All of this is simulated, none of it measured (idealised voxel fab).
You're looking at the process module voxel capacitor over wiring.
Square cells of 5 nm make up the cross-section cut, whose width is 250 nm.
Cross-section layout: square cells on a grid; listed as bands, top to bottom; a band spans one or more cell rows. Each band's line starts with the height of the band's top and of its bottom, in nm. Then come its materials from left to right, each with its width in nm. One material with "edge to edge" fills the band from edge to edge. "blank" is empty space. All heights in this document are referenced to 0, defined as the level beneath which the wafer, as received, consists entirely of one material. The lowest band is not bounded below; it extends indefinitely downward and is written in the form "0 and below". Read "30 to 40" as a graded width: first number on top, second number at the bottom, same change between each pair of neighbouring rows. The designation "no alterations made", where it is given for a processing step, indicates that no cell of the cross-section was altered in the course of that step. Empty spaces counting at least 8 cells and having no open way to the top are listed in "Trapped voids". The notation width x height at distance is used for each, the distance being from the left edge and all three values in nm. Post-settings text on a step line: simulator's own remark regarding the step. overlay nm: mask right of planned place by this much (step with mask). Neg. = left.

# plan
step 1: RECEIVE: material Si
step 2: CONFORMAL_DEP: material SiO2, thk nm 10
step 3: CONFORMAL_DEP: material SiN, thk nm 5
step 4: DIRECTIONAL_DEP: material lowk, thk nm 20
step 5: PATTERN: tone open, mask id METAL_1, material resist, width nm 20, pitch nm 90, thk nm 15, overlay nm 0
step 6: DIRECTIONAL_ETCH: etch materials lowk, depth nm 20
step 7: DIRECTIONAL_ETCH: etch materials SiN, depth nm 5
step 8: STRIP: etch materials resist
step 9: CONFORMAL_DEP: material TiN, thk nm 5
step 10: FILL_DEP: material Ru, thk nm 10
step 11: CMP: height nm 35
step 12: EPI: material Ru, thk nm 5
step 13: FILL_DEP: material SiCN, thk nm 5
step 14: DIRECTIONAL_DEP: material SiO2, thk nm 15
step 15: PATTERN: tone open, mask id PLUG_1, material resist, width nm 15, thk nm 15, overlay nm 0
step 16: DIRECTIONAL_ETCH: etch materials SiO2, depth nm 15
step 17: DIRECTIONAL_ETCH: etch materials SiCN, depth nm 5
step 18: STRIP: etch materials resist
step 19: EPI: material Ru, thk nm 10
step 20: EPI: material Ru, thk nm 10
step 21: DIRECTIONAL_DEP: material TiN, thk nm 10
step 22: DIRECTIONAL_DEP: material SiN, thk nm 5
step 23: DIRECTIONAL_DEP: material TiN, thk nm 10
step 24: PATTERN: tone cover, mask id UPPER_PLATE, material resist, width nm 75, thk nm 20, overlay nm 0
step 25: DIRECTIONAL_ETCH: etch materials TiN, depth nm 10
step 26: DIRECTIONAL_ETCH: etch materials SiN, depth nm 5
step 27: STRIP: etch materials resist
step 28: PATTERN: tone cover, mask id LOWER_PLATE, material resist, width nm 85, thk nm 15, overlay nm 0
step 29: DIRECTIONAL_ETCH: etch materials TiN, depth nm 10
step 30: STRIP: etch materials resist
step 31: FILL_DEP: material SiO2, thk nm 15
step 32: CMP: height nm 95
step 33: PATTERN: tone open, mask id PLUG_2, material resist, width nm 15, thk nm 15, overlay nm 0
step 34: DIRECTIONAL_ETCH: etch materials SiO2, depth nm 10
step 35: STRIP: etch materials resist
step 36: CONFORMAL_DEP: material TiN, thk nm 5
step 37: FILL_DEP: material Ru, thk nm 5
step 38: CMP: height nm 95
step 39: CONFORMAL_DEP: material SiN, thk nm 5

# Wafer, first of two, run as planned

# As-received state of the wafer in cross-section, equivalent to post-step 1
* 0 and below | Si edge to edge
* Trapped voids: none

# After step 2, in cross-section
* 10 down to 0 | SiO2 edge to edge
* At heights below 0, the structure remains unaltered.

# After step 3, in cross-section
* 15 down to 10 | SiN edge to edge
* At heights below 10, the structure remains unaltered.

# After step 4, in cross-section
* 35 down to 15 | lowk edge to edge
* At heights below 15, the structure remains unaltered.

# After step 5, in cross-section
* 50 down to 35 | resist (70), then blank (20), then resist (70), then blank (20), then resist (70)
* At heights below 35, the structure remains unaltered.

# After step 6, in cross-section
* 50 down to 35 | resist (70), then blank (20), then resist (70), then blank (20), then resist (70)
* 35 down to 15 | lowk (70), then blank (20), then lowk (70), then blank (20), then lowk (70)
* At heights below 15, the structure remains unaltered.

# After step 7, in cross-section
* 50 down to 35 | resist (70), then blank (20), then resist (70), then blank (20), then resist (70)
* 35 down to 15 | lowk (70), then blank (20), then lowk (70), then blank (20), then lowk (70)
* 15 down to 10 | SiN (70), then blank (20), then SiN (70), then blank (20), then SiN (70)
* At heights below 10, the structure remains unaltered.

# After step 8, in cross-section
* 35 down to 15 | lowk (70), then blank (20), then lowk (70), then blank (20), then lowk (70)
* At heights below 15, the structure remains unaltered.

# After step 9, in cross-section
* 40 down to 35 | TiN (75), then blank (10), then TiN (80), then blank (10), then TiN (75)
* 35 down to 15 | lowk (70), then TiN (5), then blank (10), then TiN (5), then lowk (70), then TiN (5), then blank (10), then TiN (5), then lowk (70)
* 15 down to 10 | SiN (70), then TiN (20), then SiN (70), then TiN (20), then SiN (70)
* At heights below 10, the structure remains unaltered.

# After step 10, in cross-section
* 50 down to 40 | Ru edge to edge
* 40 down to 35 | TiN (75), then Ru (10), then TiN (80), then Ru (10), then TiN (75)
* 35 down to 15 | lowk (70), then TiN (5), then Ru (10), then TiN (5), then lowk (70), then TiN (5), then Ru (10), then TiN (5), then lowk (70)
* At heights below 15, the structure remains unaltered.

# After step 11, in cross-section
* 35 down to 15 | lowk (70), then TiN (5), then Ru (10), then TiN (5), then lowk (70), then TiN (5), then Ru (10), then TiN (5), then lowk (70)
* At heights below 15, the structure remains unaltered.

# After step 12, in cross-section
* 40 down to 35 | blank (65), then Ru (30), then blank (60), then Ru (30), then blank (65)
* At heights below 35, the structure remains unaltered.

# After step 13, in cross-section
* 45 down to 40 | SiCN edge to edge
* 40 down to 35 | SiCN (65), then Ru (30), then SiCN (60), then Ru (30), then SiCN (65)
* At heights below 35, the structure remains unaltered.

# After step 14, in cross-section
* 60 down to 45 | SiO2 edge to edge
* At heights below 45, the structure remains unaltered.

# After step 15, in cross-section
* 75 down to 60 | resist (75), then blank (15), then resist (160)
* At heights below 60, the structure remains unaltered.

# After step 16, in cross-section
* 75 down to 60 | resist (75), then blank (15), then resist (160)
* 60 down to 45 | SiO2 (75), then blank (15), then SiO2 (160)
* At heights below 45, the structure remains unaltered.

# After step 17, in cross-section
* 75 down to 60 | resist (75), then blank (15), then resist (160)
* 60 down to 45 | SiO2 (75), then blank (15), then SiO2 (160)
* 45 down to 40 | SiCN (75), then blank (15), then SiCN (160)
* At heights below 40, the structure remains unaltered.

# After step 18, in cross-section
* 60 down to 45 | SiO2 (75), then blank (15), then SiO2 (160)
* At heights below 45, the structure remains unaltered.

# After step 19, in cross-section
* 60 down to 50 | SiO2 (75), then blank (15), then SiO2 (160)
* 50 down to 45 | SiO2 (75), then Ru (15), then SiO2 (160)
* 45 down to 40 | SiCN (75), then Ru (15), then SiCN (160)
* At heights below 40, the structure remains unaltered.

# After step 20, in cross-section
* 60 down to 45 | SiO2 (75), then Ru (15), then SiO2 (160)
* At heights below 45, the structure remains unaltered.

# After step 21, in cross-section
* 70 down to 60 | TiN edge to edge
* At heights below 60, the structure remains unaltered.

# After step 22, in cross-section
* 75 down to 70 | SiN edge to edge
* At heights below 70, the structure remains unaltered.

# After step 23, in cross-section
* 85 down to 75 | TiN edge to edge
* At heights below 75, the structure remains unaltered.

# After step 24, in cross-section
* 105 down to 85 | blank (75), then resist (75), then blank (100)
* At heights below 85, the structure remains unaltered.

# After step 25, in cross-section
* 105 down to 85 | blank (75), then resist (75), then blank (100)
* 85 down to 75 | blank (75), then TiN (75), then blank (100)
* At heights below 75, the structure remains unaltered.

# After step 26, in cross-section
* 105 down to 85 | blank (75), then resist (75), then blank (100)
* 85 down to 75 | blank (75), then TiN (75), then blank (100)
* 75 down to 70 | blank (75), then SiN (75), then blank (100)
* At heights below 70, the structure remains unaltered.

# After step 27, in cross-section
* 85 down to 75 | blank (75), then TiN (75), then blank (100)
* At heights below 75, the structure remains unaltered.

# After step 28, in cross-section
* 100 down to 85 | blank (70), then resist (85), then blank (95)
* 85 down to 75 | blank (70), then resist (5), then TiN (75), then resist (5), then blank (95)
* 75 down to 70 | blank (70), then resist (5), then SiN (75), then resist (5), then blank (95)
* At heights below 70, the structure remains unaltered.

# After step 29, in cross-section
* 100 down to 85 | blank (70), then resist (85), then blank (95)
* 85 down to 75 | blank (70), then resist (5), then TiN (75), then resist (5), then blank (95)
* 75 down to 70 | blank (70), then resist (5), then SiN (75), then resist (5), then blank (95)
* 70 down to 60 | blank (70), then TiN (85), then blank (95)
* At heights below 60, the structure remains unaltered.

# After step 30, in cross-section
* 85 down to 75 | blank (75), then TiN (75), then blank (100)
* 75 down to 70 | blank (75), then SiN (75), then blank (100)
* At heights below 70, the structure remains unaltered.

# After step 31, in cross-section
* 100 down to 85 | SiO2 edge to edge
* 85 down to 75 | SiO2 (75), then TiN (75), then SiO2 (100)
* 75 down to 70 | SiO2 (75), then SiN (75), then SiO2 (100)
* 70 down to 60 | SiO2 (70), then TiN (85), then SiO2 (95)
* At heights below 60, the structure remains unaltered.

# After step 32, in cross-section
* 95 down to 85 | SiO2 edge to edge
* At heights below 85, the structure remains unaltered.

# After step 33, in cross-section
* 110 down to 95 | resist (85), then blank (15), then resist (150)
* At heights below 95, the structure remains unaltered.

# After step 34, in cross-section
* 110 down to 95 | resist (85), then blank (15), then resist (150)
* 95 down to 85 | SiO2 (85), then blank (15), then SiO2 (150)
* At heights below 85, the structure remains unaltered.

# After step 35, in cross-section
* 95 down to 85 | SiO2 (85), then blank (15), then SiO2 (150)
* At heights below 85, the structure remains unaltered.

# After step 36, in cross-section
* 100 down to 95 | TiN (90), then blank (5), then TiN (155)
* 95 down to 90 | SiO2 (85), then TiN (5), then blank (5), then TiN (5), then SiO2 (150)
* 90 down to 85 | SiO2 (85), then TiN (15), then SiO2 (150)
* At heights below 85, the structure remains unaltered.

# After step 37, in cross-section
* 105 down to 100 | Ru edge to edge
* 100 down to 95 | TiN (90), then Ru (5), then TiN (155)
* 95 down to 90 | SiO2 (85), then TiN (5), then Ru (5), then TiN (5), then SiO2 (150)
* At heights below 90, the structure remains unaltered.

# After step 38, in cross-section
* 95 down to 90 | SiO2 (85), then TiN (5), then Ru (5), then TiN (5), then SiO2 (150)
* At heights below 90, the structure remains unaltered.

# After step 39, in cross-section
* 100 down to 95 | SiN edge to edge
* At heights below 95, the structure remains unaltered.

# What follows concerns the second wafer, which started out like the first and was meant to follow the very same plan; one mistake crept in when it was run, but everything up to and including step 38 is the same as for the first wafer

# Second wafer: cross-section at the scheduled end of step 39
* 110 down to 95 | SiN edge to edge
* At heights below 95, the structure remains unaltered.
The mistake made against the process plan was this: planned and actual differ for step 39; actual: CONFORMAL_DEP: material SiN, thk nm 15
Materials where the second wafer ends with more or fewer cells than the first: 100 more of SiN
